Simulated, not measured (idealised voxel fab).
The following process module bears the name voxel transistor to metal.
In the cross-section labelled cut, the width is 145 nm and each square cell is 5 nm.
A cross-section in this document is a grid of square cells, and it is written down as bands, the top band listed before the ones below it; a band is made up of one or more rows of cells.
Band: top and bottom heights (nm) first, top before bottom; then materials from left to right, widths in nm. "full width" marks a sole material filling the band edge to edge. "blank" denotes empty space.
Height datum 0, below which the as-received substrate wafer is one material. Lowest band open at the bottom, running downward: "0 down".
Think of "30->40" as a width that walks from the first number to the second as you go down the band, top row to bottom row, taking equal-sized steps from row to row.
When a step is marked "stayed the same", none of the cells in the cross-section changed during that step.
Closed-off voids of 8+ cells (no open route to the top) go in "Trapped void list", written width x height at distance from the left edge, in nm.
Heads up: the bit after the settings on a step's line is the simulator's remark on that step.
The "overlay nm" setting may appear on a step's line; for a step that uses a mask, it gives how far to the right of its planned position the mask lay, and a negative value indicates the left.
### The steps planned for the process are as follows
step 1: RECEIVE with material Si
step 2: OXIDIZE with depth nm 5
step 3: CONFORMAL_DEP with material SiN, thk nm 10
step 4: PATTERN with tone cover, mask id ACTIVE, material resist, width nm 85, thk nm 15, overlay nm 0
step 5: DIRECTIONAL_ETCH with etch materials SiN, depth nm 10
step 6: DIRECTIONAL_ETCH with etch materials SiO2, depth nm 5
step 7: DIRECTIONAL_ETCH with etch materials Si, depth nm 25
step 8: STRIP with etch materials resist
step 9: FILL_DEP with material SiO2, thk nm 5
step 10: CMP with height nm 10
step 11: SELECTIVE_ETCH with etch materials SiO2, depth nm 5
step 12: STRIP with etch materials SiN
step 13: SELECTIVE_ETCH with etch materials SiO2, depth nm 5
step 14: OXIDIZE with depth nm 5
step 15: DIRECTIONAL_DEP with material polySi, thk nm 25
step 16: DIRECTIONAL_DEP with material SiCN, thk nm 15
step 17: MASKED_ETCH with tone cover, mask id GATE, width nm 15, etch materials SiCN, depth nm 25, overlay nm 0
step 18: MASKED_ETCH with tone cover, mask id GATE, width nm 15, etch materials polySi, depth nm 35, overlay nm 0
step 19: CONFORMAL_DEP with material SiO2, thk nm 5
step 20: DIRECTIONAL_ETCH with etch materials SiO2, depth nm 5
step 21: CONFORMAL_DEP with material SiN, thk nm 10
step 22: DIRECTIONAL_ETCH with etch materials SiN, depth nm 10
step 23: DIRECTIONAL_ETCH with etch materials SiO2, depth nm 5
step 24: DIRECTIONAL_ETCH with etch materials Si, depth nm 5
step 25: EPI with material SiGe, thk nm 5
step 26: FILL_DEP with material SiO2, thk nm 10
step 27: CMP with height nm 35
step 28: DIRECTIONAL_DEP with material SiO2, thk nm 15
step 29: PATTERN with tone open, mask id CONTACT, material resist, width nm 25, pitch nm 50, thk nm 15, overlay nm 0
step 30: DIRECTIONAL_ETCH with etch materials SiO2, depth nm 55
step 31: STRIP with etch materials resist
step 32: CONFORMAL_DEP with material TiN, thk nm 5
step 33: FILL_DEP with material W, thk nm 5
step 34: CMP with height nm 50
step 35: DIRECTIONAL_DEP with material TiN, thk nm 5
step 36: DIRECTIONAL_DEP with material W, thk nm 25
step 37: MASKED_ETCH with tone cover, mask id METAL_1, width nm 15, pitch nm 60, etch materials W, depth nm 25, overlay nm 0
step 38: MASKED_ETCH with tone cover, mask id METAL_1, width nm 15, pitch nm 60, etch materials TiN, depth nm 5, overlay nm 0
step 39: CONFORMAL_DEP with material SiCN, thk nm 5
step 40: FILL_DEP with material SiO2, thk nm 10
step 41: CMP with height nm 80
step 42: CONFORMAL_DEP with material SiCN, thk nm 5
### As received (post step 1): cross-section
> 0 down: Si full width
> Trapped void list: none
### End-of-module XS, first of two wafers, run as planned
> 85 to 80: SiCN full width
> 80 to 55: SiO2 30  SiCN 5  W 15  SiCN 5  SiO2 35  SiCN 5  W 15  SiCN 5  SiO2 30
> 55 to 50: SiCN 35  TiN 15  SiCN 45  TiN 15  SiCN 35
> 50 to 40: SiO2 35  TiN 5  W 15  TiN 5  SiO2 25  TiN 5  W 15  TiN 5  SiO2 35
> 40 to 35: SiO2 35  TiN 5  W 5  TiN 15  SiO2 25  TiN 15  W 5  TiN 5  SiO2 35
> 35 to 20: SiO2 35  TiN 5  W 5  TiN 5  SiN 10  SiO2 5  SiCN 15  SiO2 5  SiN 10  TiN 5  W 5  TiN 5  SiO2 35
> 20 to 5: SiO2 35  TiN 5  W 5  TiN 5  SiN 10  SiO2 5  polySi 15  SiO2 5  SiN 10  TiN 5  W 5  TiN 5  SiO2 35
> 5 to 0: SiO2 35  TiN 15  SiN 10  SiO2 5  polySi 15  SiO2 5  SiN 10  TiN 15  SiO2 35
> 0 to -5: SiO2 30  SiN 10  TiN 10  SiN 10  SiO2 5  polySi 15  SiO2 5  SiN 10  TiN 10  SiN 10  SiO2 30
> -5 to -10: SiO2 40  SiGe 10  SiO2 45  SiGe 10  SiO2 40
> -10 to -15: SiO2 30  Si 10  SiGe 10  Si 45  SiGe 10  Si 10  SiO2 30
> -15 to -30: SiO2 30  Si 85  SiO2 30
> -30 down: Si full width
> Trapped void list: none
### Here is the second of the two wafers cut open at the end of the module - same start, same plan as the first one, but we made one mistake running it
> 85 to 80: SiCN full width
> 80 to 55: SiO2 30  SiCN 5  W 15  SiCN 5  SiO2 35  SiCN 5  W 15  SiCN 5  SiO2 30
> 55 to 50: SiCN 35  TiN 15  SiCN 45  TiN 15  SiCN 35
> 50 to 40: W 30  TiN 5  SiO2 25  TiN 5  W 15  TiN 5  SiO2 25  TiN 5  W 30
> 40 to 35: W 30  TiN 5  SiO2 25  TiN 25  SiO2 25  TiN 5  W 30
> 35 to 20: W 30  TiN 5  SiO2 15  SiN 10  TiN 5  SiCN 15  TiN 5  SiN 10  SiO2 15  TiN 5  W 30
> 20 to 5: W 30  TiN 5  SiO2 15  SiN 10  TiN 5  polySi 15  TiN 5  SiN 10  SiO2 15  TiN 5  W 30
> 5 to 0: W 25  TiN 10  SiO2 15  SiN 10  TiN 5  polySi 15  TiN 5  SiN 10  SiO2 15  TiN 10  W 25
> 0 to -5: TiN 30  SiN 10  SiO2 10  SiN 10  TiN 5  polySi 15  TiN 5  SiN 10  SiO2 10  SiN 10  TiN 30
> -5 to -10: SiO2 40  SiGe 10  SiO2 45  SiGe 10  SiO2 40
> -10 to -15: SiO2 30  Si 10  SiGe 10  Si 45  SiGe 10  Si 10  SiO2 30
> -15 to -30: SiO2 30  Si 85  SiO2 30
> -30 down: Si full width
> Trapped void list: none
Misprocessing identified: it should be noted that step 29 was executed with settings other than those planned, the operation and settings actually applied being PATTERN with tone cover, mask id CONTACT, material resist, width nm 25, pitch nm 50, thk nm 15, overlay nm 0
at the end the second wafer has, in cells: SiO2: 107 fewer, TiN: 9 more, W: 98 more
